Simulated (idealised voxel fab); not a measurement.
The document below concerns the process module designated voxel trench capacitor.
Xsec cut, 285 nm wide, square cell size 5 nm.
The cross-sections in this document take the form of a grid made of square cells. They are written out as bands, in order from top to bottom. Each band consists of one or more rows of cells. What a band's entry tells you: where the top is and where the bottom is, as heights in nm, and after that what lies inside, material by material from left to right, each with its width in nm. Empty space is written as the word "air", and a single material marked with the word "edge to edge" occupies the band from edge to edge. Beneath 0, the wafer as received is one material, and that level is where height counting begins. The lowest band goes on downward without a bottom; it is written like "0 -> down". Width spec "30->40" -> top row of cells at first value, bottom row at second value, equal per-row change in between. The cross-section has no changed cell in any step marked "nothing was modified". The label "Enclosed void entries" introduces a list of the empty spaces, 8 cells or larger, that have no open way up to the top; each entry in it reads width x height at distance, where the distance is taken from the left edge and all three are stated in nm. Where a step's line continues beyond its settings, the continuation is a remark by the simulator itself on that step. "overlay nm", when on a step's line for a step with a mask, measures how far to the right of its planned place the mask lay; a negative measure means to the left.

THE PLANNED PROCESS STEPS ARE ENUMERATED HEREUNDER
1: RECEIVE | material Si
2: CONFORMAL_DEP | material SiN | thk nm 10
3: MASKED_ETCH | tone open | mask id TRENCH | width nm 25 | pitch nm 55 | etch materials SiN | depth nm 10 | overlay nm 0
4: MASKED_ETCH | tone open | mask id TRENCH | width nm 25 | pitch nm 55 | etch materials Si | depth nm 30 | overlay nm 0
5: CONFORMAL_DEP | material HfO2 | thk nm 5
6: CONFORMAL_DEP | material TiN | thk nm 5
7: FILL_DEP | material W | thk nm 10
8: CMP | height nm 10
Wafer-to-wafer difference: depth nm, step 4. Common start. Plan = first wafer's value.

FIRST OF SEVERAL WAFERS, RECEIVED AFTER STEP 1, IN CROSS-SECTION
0 -> down = Si edge to edge
Enclosed void entries: none

THE ROWS OF THE TABLE BELOW ARE WAFERS. LOOKING AT THE END OF THE MODULE, A ROW COUNTS, FOR EVERY MATERIAL, THE CELLS THE WAFER HAS GAINED, SHOWN AS (+), OR LOST, SHOWN AS (-), SINCE IT WAS RECEIVED; ITS CLOSED VOIDS COME NEXT
depth nm 30, +38 HfO2, -60 Si, +94 SiN, +30 TiN, +12 W, Enclosed void entries: none
depth nm 35, +42 HfO2, -70 Si, +94 SiN, +34 TiN, +14 W, Enclosed void entries: none
depth nm 40, +46 HfO2, -80 Si, +94 SiN, +38 TiN, +16 W, Enclosed void entries: none
depth nm 45, +50 HfO2, -90 Si, +94 SiN, +42 TiN, +18 W, Enclosed void entries: none
depth nm 50, +54 HfO2, -100 Si, +94 SiN, +46 TiN, +20 W, Enclosed void entries: none
depth nm 55, +58 HfO2, -110 Si, +94 SiN, +50 TiN, +22 W, Enclosed void entries: none
